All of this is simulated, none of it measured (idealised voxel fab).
The process module that follows is named voxel self aligned vias.
Each square cell in cross-section cut measures 5 nm, and the section as a whole is 235 nm wide.
Square cells in a grid make up a cross-section in this document, and the grid is given as bands, listed from the top down, each one or more rows of cells. Quick guide to a band line: top height, bottom height (nm) up front; then every material left to right with its width in nm. Only one material and it's marked "full width"? Then it fills the band edge to edge. And "empty" just means empty space. The level at which height equals 0 is the one under which the wafer, as it arrives, is entirely one material. No lower edge exists for the bottom band, which continues downward and is notated as in "0 and below". A width such as "30 to 40" changes by the same amount from each row of cells to the next, from the band's top row to its bottom row. It should be understood that the words "all unchanged", when stated for a given step, signify that the cross-section underwent no change in any of its cells during that step. Voids not open to the top, 8 cells minimum: see "Sealed void listing". Written width x height at distance; distance is from the left edge; nm. That trailing text on a step's line, after the settings, is the simulator's own remark on the step. overlay nm: how far to the right of its planned place the mask lay on this masked step (negative: to the left).
### So here's the lineup of process steps we planned
- 1: RECEIVE [material Si]
- 2: CONFORMAL_DEP [material SiO2] [thk nm 10]
- 3: CONFORMAL_DEP [material SiCN] [thk nm 5]
- 4: DIRECTIONAL_DEP [material lowk] [thk nm 20]
- 5: PATTERN [tone open] [mask id LINES] [material resist] [width nm 25] [pitch nm 65] [thk nm 15] [overlay nm 0]
- 6: DIRECTIONAL_ETCH [etch materials lowk] [depth nm 20]
- 7: STRIP [etch materials resist]
- 8: CONFORMAL_DEP [material TiN] [thk nm 5]
- 9: FILL_DEP [material Ru] [thk nm 5]
- 10: CMP [height nm 35]
- 11: SELECTIVE_ETCH [etch materials W Ru TiN] [depth nm 10]
- 12: FILL_DEP [material SiN] [thk nm 10]
- 13: CMP [height nm 35]
- 14: DIRECTIONAL_DEP [material lowk] [thk nm 20]
- 15: DIRECTIONAL_DEP [material aC] [thk nm 10]
- 16: PATTERN [tone open] [mask id VIAS] [material resist] [width nm 35] [thk nm 30] [overlay nm 0]
- 17: DIRECTIONAL_ETCH [etch materials aC] [depth nm 10]
- 18: STRIP [etch materials resist]
- 19: DIRECTIONAL_ETCH [etch materials lowk] [depth nm 20]
- 20: DIRECTIONAL_ETCH [etch materials SiN] [depth nm 10]
- 21: STRIP [etch materials aC]
- 22: CONFORMAL_DEP [material TiN] [thk nm 5]
- 23: FILL_DEP [material W] [thk nm 10]
- 24: CMP [height nm 55]
- 25: CONFORMAL_DEP [material SiN] [thk nm 5]
### Cross-section of the wafer upon arrival, representing the state reached after step 1
* 0 and below: Si full width
* Sealed void listing: none
### Run as planned - first of the two wafers cross-sectioned at the end of the module
* 60 down to 55: SiN full width
* 55 down to 40: 65 of lowk  5 of TiN  25 of W  5 of TiN  135 of lowk
* 40 down to 35: 65 of lowk  10 of TiN  15 of W  10 of TiN  135 of lowk
* 35 down to 30: 70 of lowk  5 of TiN  15 of W  5 of TiN  40 of lowk  25 of SiN  75 of lowk
* 30 down to 25: 70 of lowk  25 of TiN  40 of lowk  25 of SiN  75 of lowk
* 25 down to 20: 70 of lowk  5 of TiN  15 of Ru  5 of TiN  40 of lowk  5 of TiN  15 of Ru  5 of TiN  75 of lowk
* 20 down to 15: 70 of lowk  25 of TiN  40 of lowk  25 of TiN  75 of lowk
* 15 down to 10: SiCN full width
* 10 down to 0: SiO2 full width
* 0 and below: Si full width
* Sealed void listing: none
### Cross-sectional image of the second wafer of the two following completion of the module. Starting state and process plan were the same as for the first wafer; one execution error occurred
* 70 down to 65: SiN full width
* 65 down to 60: W full width
* 60 down to 55: 70 of TiN  25 of W  140 of TiN
* 55 down to 40: 65 of lowk  5 of TiN  25 of W  5 of TiN  135 of lowk
* 40 down to 35: 65 of lowk  10 of TiN  15 of W  10 of TiN  135 of lowk
* 35 down to 30: 70 of lowk  5 of TiN  15 of W  5 of TiN  40 of lowk  25 of SiN  75 of lowk
* 30 down to 25: 70 of lowk  25 of TiN  40 of lowk  25 of SiN  75 of lowk
* 25 down to 20: 70 of lowk  5 of TiN  15 of Ru  5 of TiN  40 of lowk  5 of TiN  15 of Ru  5 of TiN  75 of lowk
* 20 down to 15: 70 of lowk  25 of TiN  40 of lowk  25 of TiN  75 of lowk
* 15 down to 10: SiCN full width
* 10 down to 0: SiO2 full width
* 0 and below: Si full width
* Sealed void listing: none
Deviation noted in wafer processing: step 24 ran differently from the plan; actual operation with settings: CMP [height nm 65]
At the finish, the second wafer shows more or fewer cells for some materials than the first does: 42 more of TiN | 52 more of W
